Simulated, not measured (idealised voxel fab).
Presented below is a process module, voxel spacer lines.
The cross-section on display is named cut; it measures 280 nm wide, and its cells are 5 nm squares.
A cross-section in this document is a grid of square cells, and it is written down as bands, the top band listed before the ones below it; a band is made up of one or more rows of cells. It is stipulated that each band's entry specify, in nanometres, the height of the top of the band and then that of its bottom, followed by the materials of the band in left-to-right sequence, each together with its width in nanometres. A single material marked by the word "all across" is understood to fill the band from edge to edge; the word "blank" is understood to denote empty space. Zero point of the height axis is 0; under it, received wafer = one material. Lowest band: continues down indefinitely, "0 and below". It should be noted that a width expressed as "30->40" varies in equal increments from row to row of cells within the band, taking the value of the first number at the top row and that of the second number at the bottom row. "remained the same" for a step: no cell of the cross-section changed in that step. Closed-off voids of 8+ cells (no open route to the top) go in "Closed cavity list", written width x height at distance from the left edge, in nm. It should be noted that, on the line of a given step, the content following the step's settings is a remark produced by the simulator itself with respect to that step. overlay nm: where the mask lay relative to plan, measured to the right, on steps with a mask; negatives go left.
Listed below are the process steps as planned:
| 1 | RECEIVE (material Si) |
| 2 | CONFORMAL_DEP (material Al2O3; thk nm 10) |
| 3 | DIRECTIONAL_DEP (material W; thk nm 10) |
| 4 | DIRECTIONAL_DEP (material polySi; thk nm 20) |
| 5 | PATTERN (tone cover; mask id MANDREL; material resist; width nm 15; pitch nm 50; thk nm 25; overlay nm 0) |
| 6 | DIRECTIONAL_ETCH (etch materials polySi; depth nm 20) |
| 7 | STRIP (etch materials resist) |
| 8 | CONFORMAL_DEP (material SiO2; thk nm 10) |
| 9 | DIRECTIONAL_ETCH (etch materials SiO2; depth nm 10) |
| 10 | STRIP (etch materials polySi) |
| 11 | DIRECTIONAL_ETCH (etch materials W; depth nm 10) |
| 12 | STRIP (etch materials SiO2) |
| 13 | FILL_DEP (material lowk; thk nm 5) |
| 14 | CMP (height nm 20) |
Wafer as received: cross-section following step 1:
- 0 and below  Si all across
- Closed cavity list: none
Here's the wafer cut in cross-section after the module, started and planned just like above, except one thing was done wrong in the run:
- 20 down to 10  90 nm lowk, then 10 nm W, then 25 nm lowk, then 10 nm W, then 5 nm lowk, then 10 nm W, then 25 nm lowk, then 10 nm W, then 95 nm lowk
- 10 down to 0  Al2O3 all across
- 0 and below  Si all across
- Closed cavity list: none
Here's what went sideways: rather than as planned, step 5 actually ran as PATTERN (tone cover; mask id MANDREL; material resist; width nm 25; pitch nm 50; thk nm 25; overlay nm 0)
